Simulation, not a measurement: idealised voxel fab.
Name of the process module below: voxel transistor to metal
In the cross-section labelled cut, the width is 250 nm and each square cell is 5 nm.
When this document writes out a cross-section, it uses a grid of square cells and lists it as bands, beginning at the top and moving down, with a band standing for one or more rows of cells. This entry defines a band. It first specifies the height of the band's top and the height of its bottom in nm, and then specifies the band's materials from left to right, stating each material with its width in nm. The word "everywhere" identifies a single material that fills the band from edge to edge, while the word "air" identifies empty space. Height datum 0, below which the as-received substrate wafer is one material. Lowest band open at the bottom, running downward: "top 0, no bottom". You'd read "30..40" like this: the band's top row of cells is as wide as the first number, its bottom row is as wide as the second, and going down, every row changes width by the same amount as the row before did. When a step is marked "nothing different", none of the cells in the cross-section changed during that step. "Closed void list" contains a list of empty spaces, each no smaller than 8 cells and without an open way to the top, written in the form width x height at distance with the distance from the left edge and all three in nm. Step line, after settings: the simulator's comment on this step. If you see "overlay nm" on a step's line and that step has a mask, it's telling you how far right of where it was planned the mask ended up; a negative number means it went left instead.

### The steps planned for the process are as follows
1. RECEIVE | material Si
2. CONFORMAL_DEP | material SiO2 | thk nm 5
3. CONFORMAL_DEP | material SiN | thk nm 15
4. MASKED_ETCH | tone cover | mask id ACTIVE | width nm 85 | pitch nm 115 | etch materials SiN | depth nm 15 | overlay nm 0
5. MASKED_ETCH | tone cover | mask id ACTIVE | width nm 85 | pitch nm 115 | etch materials SiO2 | depth nm 5 | overlay nm 0
6. MASKED_ETCH | tone cover | mask id ACTIVE | width nm 85 | pitch nm 115 | etch materials Si | depth nm 20 | overlay nm 0
7. OXIDIZE | depth nm 5
8. FILL_DEP | material SiO2 | thk nm 5
9. CMP | height nm 20
10. SELECTIVE_ETCH | etch materials SiO2 | depth nm 15
11. STRIP | etch materials SiN
12. SELECTIVE_ETCH | etch materials SiO2 | depth nm 5
13. OXIDIZE | depth nm 5
14. DIRECTIONAL_DEP | material polySi | thk nm 30
15. DIRECTIONAL_DEP | material SiCN | thk nm 15
16. PATTERN | tone cover | mask id GATE | material resist | width nm 15 | pitch nm 115 | thk nm 20 | overlay nm 0
17. DIRECTIONAL_ETCH | etch materials SiCN | depth nm 25
18. DIRECTIONAL_ETCH | etch materials polySi | depth nm 40
19. STRIP | etch materials resist
20. CONFORMAL_DEP | material SiN | thk nm 5
21. DIRECTIONAL_ETCH | etch materials SiN | depth nm 5
22. DIRECTIONAL_ETCH | etch materials SiO2 | depth nm 5
23. DIRECTIONAL_ETCH | etch materials Si | depth nm 10
24. EPI | material nSi | thk nm 10
25. FILL_DEP | material SiO2 | thk nm 10
26. CMP | height nm 45
27. DIRECTIONAL_DEP | material SiO2 | thk nm 15
28. PATTERN | tone open | mask id CONTACT | material resist | width nm 15 | thk nm 15 | overlay nm 0
29. DIRECTIONAL_ETCH | etch materials SiO2 | depth nm 65
30. STRIP | etch materials resist
31. CONFORMAL_DEP | material TiN | thk nm 5
32. FILL_DEP | material W | thk nm 5
33. CMP | height nm 60
34. DIRECTIONAL_DEP | material TiN | thk nm 5
35. DIRECTIONAL_DEP | material W | thk nm 15
36. DIRECTIONAL_DEP | material aC | thk nm 10
37. PATTERN | tone cover | mask id METAL_1 | material resist | width nm 15 | thk nm 25 | overlay nm 0
38. DIRECTIONAL_ETCH | etch materials aC | depth nm 10
39. STRIP | etch materials resist
40. DIRECTIONAL_ETCH | etch materials W | depth nm 15
41. DIRECTIONAL_ETCH | etch materials TiN | depth nm 5
42. STRIP | etch materials aC
43. CONFORMAL_DEP | material SiCN | thk nm 5
44. FILL_DEP | material lowk | thk nm 10
45. CMP | height nm 80
46. CONFORMAL_DEP | material SiCN | thk nm 5

### first wafer, as planned

### As-received state of the wafer in cross-section, equivalent to post-step 1
    top 0, no bottom  Si everywhere
    Closed void list: none

### How the wafer stands in section after step 2
    top 5, bottom 0  SiO2 everywhere
    All layers under 0 are left as they were.

### How the wafer stands in section after step 3
    top 20, bottom 5  SiN everywhere
    All layers under 5 are left as they were.

### How the wafer stands in section after step 4
    top 20, bottom 5  air (25); SiN (85); air (30); SiN (85); air (25)
    All layers under 5 are left as they were.

### How the wafer stands in section after step 5
    top 20, bottom 5  air (25); SiN (85); air (30); SiN (85); air (25)
    top 5, bottom 0  air (25); SiO2 (85); air (30); SiO2 (85); air (25)
    All layers under 0 are left as they were.

### How the wafer stands in section after step 6
    top 20, bottom 5  air (25); SiN (85); air (30); SiN (85); air (25)
    top 5, bottom 0  air (25); SiO2 (85); air (30); SiO2 (85); air (25)
    top 0, bottom -20  air (25); Si (85); air (30); Si (85); air (25)
    All layers under -20 are left as they were.

### How the wafer stands in section after step 7
    top 20, bottom 5  air (25); SiN (85); air (30); SiN (85); air (25)
    top 5, bottom 0  air (25); SiO2 (85); air (30); SiO2 (85); air (25)
    top 0, bottom -20  air (25); SiO2 (5); Si (75); SiO2 (5); air (30); SiO2 (5); Si (75); SiO2 (5); air (25)
    top -20, bottom -25  SiO2 (30); Si (75); SiO2 (40); Si (75); SiO2 (30)
    All layers under -25 are left as they were.

### How the wafer stands in section after step 8
    top 25, bottom 20  SiO2 everywhere
    top 20, bottom 5  SiO2 (25); SiN (85); SiO2 (30); SiN (85); SiO2 (25)
    top 5, bottom 0  SiO2 everywhere
    top 0, bottom -25  SiO2 (30); Si (75); SiO2 (40); Si (75); SiO2 (30)
    All layers under -25 are left as they were.

### How the wafer stands in section after step 9
    top 20, bottom 5  SiO2 (25); SiN (85); SiO2 (30); SiN (85); SiO2 (25)
    All layers under 5 are left as they were.

### How the wafer stands in section after step 10
    top 20, bottom 5  air (25); SiN (85); air (30); SiN (85); air (25)
    All layers under 5 are left as they were.

### How the wafer stands in section after step 11
    top 5, bottom 0  SiO2 everywhere
    All layers under 0 are left as they were.

### How the wafer stands in section after step 12
    top 0, bottom -25  SiO2 (30); Si (75); SiO2 (40); Si (75); SiO2 (30)
    All layers under -25 are left as they were.

### How the wafer stands in section after step 13
    top 0, bottom -5  SiO2 everywhere
    All layers under -5 are left as they were.

### How the wafer stands in section after step 14
    top 30, bottom 0  polySi everywhere
    All layers under 0 are left as they were.

### How the wafer stands in section after step 15
    top 45, bottom 30  SiCN everywhere
    All layers under 30 are left as they were.

### How the wafer stands in section after step 16
    top 65, bottom 45  air (60); resist (15); air (100); resist (15); air (60)
    All layers under 45 are left as they were.

### How the wafer stands in section after step 17
    top 65, bottom 45  air (60); resist (15); air (100); resist (15); air (60)
    top 45, bottom 30  air (60); SiCN (15); air (100); SiCN (15); air (60)
    All layers under 30 are left as they were.

### How the wafer stands in section after step 18
    top 65, bottom 45  air (60); resist (15); air (100); resist (15); air (60)
    top 45, bottom 30  air (60); SiCN (15); air (100); SiCN (15); air (60)
    top 30, bottom 0  air (60); polySi (15); air (100); polySi (15); air (60)
    All layers under 0 are left as they were.

### How the wafer stands in section after step 19
    top 45, bottom 30  air (60); SiCN (15); air (100); SiCN (15); air (60)
    All layers under 30 are left as they were.

### How the wafer stands in section after step 20
    top 50, bottom 45  air (55); SiN (25); air (90); SiN (25); air (55)
    top 45, bottom 30  air (55); SiN (5); SiCN (15); SiN (5); air (90); SiN (5); SiCN (15); SiN (5); air (55)
    top 30, bottom 5  air (55); SiN (5); polySi (15); SiN (5); air (90); SiN (5); polySi (15); SiN (5); air (55)
    top 5, bottom 0  SiN (60); polySi (15); SiN (100); polySi (15); SiN (60)
    All layers under 0 are left as they were.

### How the wafer stands in section after step 21
    top 45, bottom 30  air (55); SiN (5); SiCN (15); SiN (5); air (90); SiN (5); SiCN (15); SiN (5); air (55)
    top 30, bottom 0  air (55); SiN (5); polySi (15); SiN (5); air (90); SiN (5); polySi (15); SiN (5); air (55)
    All layers under 0 are left as they were.

### How the wafer stands in section after step 22
    top 45, bottom 30  air (55); SiN (5); SiCN (15); SiN (5); air (90); SiN (5); SiCN (15); SiN (5); air (55)
    top 30, bottom 0  air (55); SiN (5); polySi (15); SiN (5); air (90); SiN (5); polySi (15); SiN (5); air (55)
    top 0, bottom -5  air (55); SiO2 (25); air (90); SiO2 (25); air (55)
    All layers under -5 are left as they were.

### How the wafer stands in section after step 23
    top 45, bottom 30  air (55); SiN (5); SiCN (15); SiN (5); air (90); SiN (5); SiCN (15); SiN (5); air (55)
    top 30, bottom 0  air (55); SiN (5); polySi (15); SiN (5); air (90); SiN (5); polySi (15); SiN (5); air (55)
    top 0, bottom -5  air (55); SiO2 (25); air (90); SiO2 (25); air (55)
    top -5, bottom -15  SiO2 (30); air (25); Si (25); air (25); SiO2 (40); air (25); Si (25); air (25); SiO2 (30)
    All layers under -15 are left as they were.

### How the wafer stands in section after step 24
    top 45, bottom 30  air (55); SiN (5); SiCN (15); SiN (5); air (90); SiN (5); SiCN (15); SiN (5); air (55)
    top 30, bottom 5  air (55); SiN (5); polySi (15); SiN (5); air (90); SiN (5); polySi (15); SiN (5); air (55)
    top 5, bottom 0  air (45); nSi (10); SiN (5); polySi (15); SiN (5); nSi (10); air (70); nSi (10); SiN (5); polySi (15); SiN (5); nSi (10); air (45)
    top 0, bottom -5  air (45); nSi (10); SiO2 (25); nSi (10); air (70); nSi (10); SiO2 (25); nSi (10); air (45)
    top -5, bottom -15  SiO2 (30); nSi (25); Si (25); nSi (25); SiO2 (40); nSi (25); Si (25); nSi (25); SiO2 (30)
    All layers under -15 are left as they were.

### How the wafer stands in section after step 25
    top 55, bottom 45  SiO2 everywhere
    top 45, bottom 30  SiO2 (55); SiN (5); SiCN (15); SiN (5); SiO2 (90); SiN (5); SiCN (15); SiN (5); SiO2 (55)
    top 30, bottom 5  SiO2 (55); SiN (5); polySi (15); SiN (5); SiO2 (90); SiN (5); polySi (15); SiN (5); SiO2 (55)
    top 5, bottom 0  SiO2 (45); nSi (10); SiN (5); polySi (15); SiN (5); nSi (10); SiO2 (70); nSi (10); SiN (5); polySi (15); SiN (5); nSi (10); SiO2 (45)
    top 0, bottom -5  SiO2 (45); nSi (10); SiO2 (25); nSi (10); SiO2 (70); nSi (10); SiO2 (25); nSi (10); SiO2 (45)
    All layers under -5 are left as they were.

### How the wafer stands in section after step 26
    top 45, bottom 30  SiO2 (55); SiN (5); SiCN (15); SiN (5); SiO2 (90); SiN (5); SiCN (15); SiN (5); SiO2 (55)
    All layers under 30 are left as they were.

### How the wafer stands in section after step 27
    top 60, bottom 45  SiO2 everywhere
    All layers under 45 are left as they were.

### How the wafer stands in section after step 28
    top 75, bottom 60  resist (30); air (15); resist (45); air (15); resist (40); air (15); resist (45); air (15); resist (30)
    All layers under 60 are left as they were.

### How the wafer stands in section after step 29
    top 75, bottom 60  resist (30); air (15); resist (45); air (15); resist (40); air (15); resist (45); air (15); resist (30)
    top 60, bottom 45  SiO2 (30); air (15); SiO2 (45); air (15); SiO2 (40); air (15); SiO2 (45); air (15); SiO2 (30)
    top 45, bottom 30  SiO2 (30); air (15); SiO2 (10); SiN (5); SiCN (15); SiN (5); SiO2 (10); air (15); SiO2 (40); air (15); SiO2 (10); SiN (5); SiCN (15); SiN (5); SiO2 (10); air (15); SiO2 (30)
    top 30, bottom 5  SiO2 (30); air (15); SiO2 (10); SiN (5); polySi (15); SiN (5); SiO2 (10); air (15); SiO2 (40); air (15); SiO2 (10); SiN (5); polySi (15); SiN (5); SiO2 (10); air (15); SiO2 (30)
    top 5, bottom 0  SiO2 (30); air (15); nSi (10); SiN (5); polySi (15); SiN (5); nSi (10); air (15); SiO2 (40); air (15); nSi (10); SiN (5); polySi (15); SiN (5); nSi (10); air (15); SiO2 (30)
    top 0, bottom -5  SiO2 (30); air (15); nSi (10); SiO2 (25); nSi (10); air (15); SiO2 (40); air (15); nSi (10); SiO2 (25); nSi (10); air (15); SiO2 (30)
    All layers under -5 are left as they were.

### How the wafer stands in section after step 30
    top 60, bottom 45  SiO2 (30); air (15); SiO2 (45); air (15); SiO2 (40); air (15); SiO2 (45); air (15); SiO2 (30)
    All layers under 45 are left as they were.

### How the wafer stands in section after step 31
    top 65, bottom 60  TiN (35); air (5); TiN (55); air (5); TiN (50); air (5); TiN (55); air (5); TiN (35)
    top 60, bottom 45  SiO2 (30); TiN (5); air (5); TiN (5); SiO2 (45); TiN (5); air (5); TiN (5); SiO2 (40); TiN (5); air (5); TiN (5); SiO2 (45); TiN (5); air (5); TiN (5); SiO2 (30)
    top 45, bottom 30  SiO2 (30); TiN (5); air (5); TiN (5); SiO2 (10); SiN (5); SiCN (15); SiN (5); SiO2 (10); TiN (5); air (5); TiN (5); SiO2 (40); TiN (5); air (5); TiN (5); SiO2 (10); SiN (5); SiCN (15); SiN (5); SiO2 (10); TiN (5); air (5); TiN (5); SiO2 (30)
    top 30, bottom 5  SiO2 (30); TiN (5); air (5); TiN (5); SiO2 (10); SiN (5); polySi (15); SiN (5); SiO2 (10); TiN (5); air (5); TiN (5); SiO2 (40); TiN (5); air (5); TiN (5); SiO2 (10); SiN (5); polySi (15); SiN (5); SiO2 (10); TiN (5); air (5); TiN (5); SiO2 (30)
    top 5, bottom 0  SiO2 (30); TiN (5); air (5); TiN (5); nSi (10); SiN (5); polySi (15); SiN (5); nSi (10); TiN (5); air (5); TiN (5); SiO2 (40); TiN (5); air (5); TiN (5); nSi (10); SiN (5); polySi (15); SiN (5); nSi (10); TiN (5); air (5); TiN (5); SiO2 (30)
    top 0, bottom -5  SiO2 (30); TiN (15); nSi (10); SiO2 (25); nSi (10); TiN (15); SiO2 (40); TiN (15); nSi (10); SiO2 (25); nSi (10); TiN (15); SiO2 (30)
    All layers under -5 are left as they were.

### How the wafer stands in section after step 32
    top 70, bottom 65  W everywhere
    top 65, bottom 60  TiN (35); W (5); TiN (55); W (5); TiN (50); W (5); TiN (55); W (5); TiN (35)
    top 60, bottom 45  SiO2 (30); TiN (5); W (5); TiN (5); SiO2 (45); TiN (5); W (5); TiN (5); SiO2 (40); TiN (5); W (5); TiN (5); SiO2 (45); TiN (5); W (5); TiN (5); SiO2 (30)
    top 45, bottom 30  SiO2 (30); TiN (5); W (5); TiN (5); SiO2 (10); SiN (5); SiCN (15); SiN (5); SiO2 (10); TiN (5); W (5); TiN (5); SiO2 (40); TiN (5); W (5); TiN (5); SiO2 (10); SiN (5); SiCN (15); SiN (5); SiO2 (10); TiN (5); W (5); TiN (5); SiO2 (30)
    top 30, bottom 5  SiO2 (30); TiN (5); W (5); TiN (5); SiO2 (10); SiN (5); polySi (15); SiN (5); SiO2 (10); TiN (5); W (5); TiN (5); SiO2 (40); TiN (5); W (5); TiN (5); SiO2 (10); SiN (5); polySi (15); SiN (5); SiO2 (10); TiN (5); W (5); TiN (5); SiO2 (30)
    top 5, bottom 0  SiO2 (30); TiN (5); W (5); TiN (5); nSi (10); SiN (5); polySi (15); SiN (5); nSi (10); TiN (5); W (5); TiN (5); SiO2 (40); TiN (5); W (5); TiN (5); nSi (10); SiN (5); polySi (15); SiN (5); nSi (10); TiN (5); W (5); TiN (5); SiO2 (30)
    All layers under 0 are left as they were.

### How the wafer stands in section after step 33
    top 60, bottom 45  SiO2 (30); TiN (5); W (5); TiN (5); SiO2 (45); TiN (5); W (5); TiN (5); SiO2 (40); TiN (5); W (5); TiN (5); SiO2 (45); TiN (5); W (5); TiN (5); SiO2 (30)
    All layers under 45 are left as they were.

### How the wafer stands in section after step 34
    top 65, bottom 60  TiN everywhere
    All layers under 60 are left as they were.

### How the wafer stands in section after step 35
    top 80, bottom 65  W everywhere
    All layers under 65 are left as they were.

### How the wafer stands in section after step 36
    top 90, bottom 80  aC everywhere
    All layers under 80 are left as they were.

### How the wafer stands in section after step 37
    top 115, bottom 90  air (30); resist (15); air (45); resist (15); air (40); resist (15); air (45); resist (15); air (30)
    All layers under 90 are left as they were.

### How the wafer stands in section after step 38
    top 105, bottom 90  air (30); resist (15); air (45); resist (15); air (40); resist (15); air (45); resist (15); air (30)
    top 90, bottom 80  air (30); aC (15); air (45); aC (15); air (40); aC (15); air (45); aC (15); air (30)
    All layers under 80 are left as they were.

### How the wafer stands in section after step 39
    top 90, bottom 80  air (30); aC (15); air (45); aC (15); air (40); aC (15); air (45); aC (15); air (30)
    All layers under 80 are left as they were.

### How the wafer stands in section after step 40
    top 90, bottom 80  air (30); aC (15); air (45); aC (15); air (40); aC (15); air (45); aC (15); air (30)
    top 80, bottom 65  air (30); W (15); air (45); W (15); air (40); W (15); air (45); W (15); air (30)
    All layers under 65 are left as they were.

### How the wafer stands in section after step 41
    top 90, bottom 80  air (30); aC (15); air (45); aC (15); air (40); aC (15); air (45); aC (15); air (30)
    top 80, bottom 65  air (30); W (15); air (45); W (15); air (40); W (15); air (45); W (15); air (30)
    top 65, bottom 60  air (30); TiN (15); air (45); TiN (15); air (40); TiN (15); air (45); TiN (15); air (30)
    All layers under 60 are left as they were.

### How the wafer stands in section after step 42
    top 80, bottom 65  air (30); W (15); air (45); W (15); air (40); W (15); air (45); W (15); air (30)
    All layers under 65 are left as they were.

### How the wafer stands in section after step 43
    top 85, bottom 80  air (25); SiCN (25); air (35); SiCN (25); air (30); SiCN (25); air (35); SiCN (25); air (25)
    top 80, bottom 65  air (25); SiCN (5); W (15); SiCN (5); air (35); SiCN (5); W (15); SiCN (5); air (30); SiCN (5); W (15); SiCN (5); air (35); SiCN (5); W (15); SiCN (5); air (25)
    top 65, bottom 60  SiCN (30); TiN (15); SiCN (45); TiN (15); SiCN (40); TiN (15); SiCN (45); TiN (15); SiCN (30)
    All layers under 60 are left as they were.

### How the wafer stands in section after step 44
    top 95, bottom 85  lowk everywhere
    top 85, bottom 80  lowk (25); SiCN (25); lowk (35); SiCN (25); lowk (30); SiCN (25); lowk (35); SiCN (25); lowk (25)
    top 80, bottom 65  lowk (25); SiCN (5); W (15); SiCN (5); lowk (35); SiCN (5); W (15); SiCN (5); lowk (30); SiCN (5); W (15); SiCN (5); lowk (35); SiCN (5); W (15); SiCN (5); lowk (25)
    All layers under 65 are left as they were.

### How the wafer stands in section after step 45
    top 80, bottom 65  lowk (25); SiCN (5); W (15); SiCN (5); lowk (35); SiCN (5); W (15); SiCN (5); lowk (30); SiCN (5); W (15); SiCN (5); lowk (35); SiCN (5); W (15); SiCN (5); lowk (25)
    All layers under 65 are left as they were.

### How the wafer stands in section after step 46
    top 85, bottom 80  SiCN everywhere
    All layers under 80 are left as they were.

### The second wafer: identical to the first at the outset and in its planned sequence, differing only in that one mistake was made during processing; up to and including step 26, its path is the first wafer's path

### Cross-section of the second wafer corresponding to the planned conclusion of step 27
    top 60, bottom 45  lowk everywhere
    All layers under 45 are left as they were.

### Cross-section of the second wafer corresponding to the planned conclusion of step 28
    top 75, bottom 60  resist (30); air (15); resist (45); air (15); resist (40); air (15); resist (45); air (15); resist (30)
    All layers under 60 are left as they were.

Cross-section of the second wafer corresponding to the planned conclusion of step 29: nothing different

### Cross-section of the second wafer corresponding to the planned conclusion of step 30
    top 60, bottom 45  lowk everywhere
    All layers under 45 are left as they were.

### Cross-section of the second wafer corresponding to the planned conclusion of step 31
    top 65, bottom 60  TiN everywhere
    All layers under 60 are left as they were.

### Cross-section of the second wafer corresponding to the planned conclusion of step 32
    top 70, bottom 65  W everywhere
    All layers under 65 are left as they were.

### Cross-section of the second wafer corresponding to the planned conclusion of step 33
    top 60, bottom 45  lowk everywhere
    All layers under 45 are left as they were.

### Cross-section of the second wafer corresponding to the planned conclusion of step 34
    top 65, bottom 60  TiN everywhere
    All layers under 60 are left as they were.

### Cross-section of the second wafer corresponding to the planned conclusion of step 35
    top 80, bottom 65  W everywhere
    All layers under 65 are left as they were.

### Cross-section of the second wafer corresponding to the planned conclusion of step 36
    top 90, bottom 80  aC everywhere
    All layers under 80 are left as they were.

### Cross-section of the second wafer corresponding to the planned conclusion of step 37
    top 115, bottom 90  air (30); resist (15); air (45); resist (15); air (40); resist (15); air (45); resist (15); air (30)
    All layers under 90 are left as they were.

### Cross-section of the second wafer corresponding to the planned conclusion of step 38
    top 105, bottom 90  air (30); resist (15); air (45); resist (15); air (40); resist (15); air (45); resist (15); air (30)
    top 90, bottom 80  air (30); aC (15); air (45); aC (15); air (40); aC (15); air (45); aC (15); air (30)
    All layers under 80 are left as they were.

### Cross-section of the second wafer corresponding to the planned conclusion of step 39
    top 90, bottom 80  air (30); aC (15); air (45); aC (15); air (40); aC (15); air (45); aC (15); air (30)
    All layers under 80 are left as they were.

### Cross-section of the second wafer corresponding to the planned conclusion of step 40
    top 90, bottom 80  air (30); aC (15); air (45); aC (15); air (40); aC (15); air (45); aC (15); air (30)
    top 80, bottom 65  air (30); W (15); air (45); W (15); air (40); W (15); air (45); W (15); air (30)
    All layers under 65 are left as they were.

### Cross-section of the second wafer corresponding to the planned conclusion of step 41
    top 90, bottom 80  air (30); aC (15); air (45); aC (15); air (40); aC (15); air (45); aC (15); air (30)
    top 80, bottom 65  air (30); W (15); air (45); W (15); air (40); W (15); air (45); W (15); air (30)
    top 65, bottom 60  air (30); TiN (15); air (45); TiN (15); air (40); TiN (15); air (45); TiN (15); air (30)
    All layers under 60 are left as they were.

### Cross-section of the second wafer corresponding to the planned conclusion of step 42
    top 80, bottom 65  air (30); W (15); air (45); W (15); air (40); W (15); air (45); W (15); air (30)
    All layers under 65 are left as they were.

### Cross-section of the second wafer corresponding to the planned conclusion of step 43
    top 85, bottom 80  air (25); SiCN (25); air (35); SiCN (25); air (30); SiCN (25); air (35); SiCN (25); air (25)
    top 80, bottom 65  air (25); SiCN (5); W (15); SiCN (5); air (35); SiCN (5); W (15); SiCN (5); air (30); SiCN (5); W (15); SiCN (5); air (35); SiCN (5); W (15); SiCN (5); air (25)
    top 65, bottom 60  SiCN (30); TiN (15); SiCN (45); TiN (15); SiCN (40); TiN (15); SiCN (45); TiN (15); SiCN (30)
    All layers under 60 are left as they were.

### Cross-section of the second wafer corresponding to the planned conclusion of step 44
    top 95, bottom 85  lowk everywhere
    top 85, bottom 80  lowk (25); SiCN (25); lowk (35); SiCN (25); lowk (30); SiCN (25); lowk (35); SiCN (25); lowk (25)
    top 80, bottom 65  lowk (25); SiCN (5); W (15); SiCN (5); lowk (35); SiCN (5); W (15); SiCN (5); lowk (30); SiCN (5); W (15); SiCN (5); lowk (35); SiCN (5); W (15); SiCN (5); lowk (25)
    All layers under 65 are left as they were.

### Cross-section of the second wafer corresponding to the planned conclusion of step 45
    top 80, bottom 65  lowk (25); SiCN (5); W (15); SiCN (5); lowk (35); SiCN (5); W (15); SiCN (5); lowk (30); SiCN (5); W (15); SiCN (5); lowk (35); SiCN (5); W (15); SiCN (5); lowk (25)
    All layers under 65 are left as they were.

### Cross-section of the second wafer corresponding to the planned conclusion of step 46
    top 85, bottom 80  SiCN everywhere
    All layers under 80 are left as they were.
The mistake made against the process plan was this: step 27 did not use the planned setting and instead ran as DIRECTIONAL_DEP | material lowk | thk nm 15
FYI, end of process, the second wafer has more or fewer cells of some materials than the first: +6 SiO2 | -108 TiN | -48 W | +150 lowk
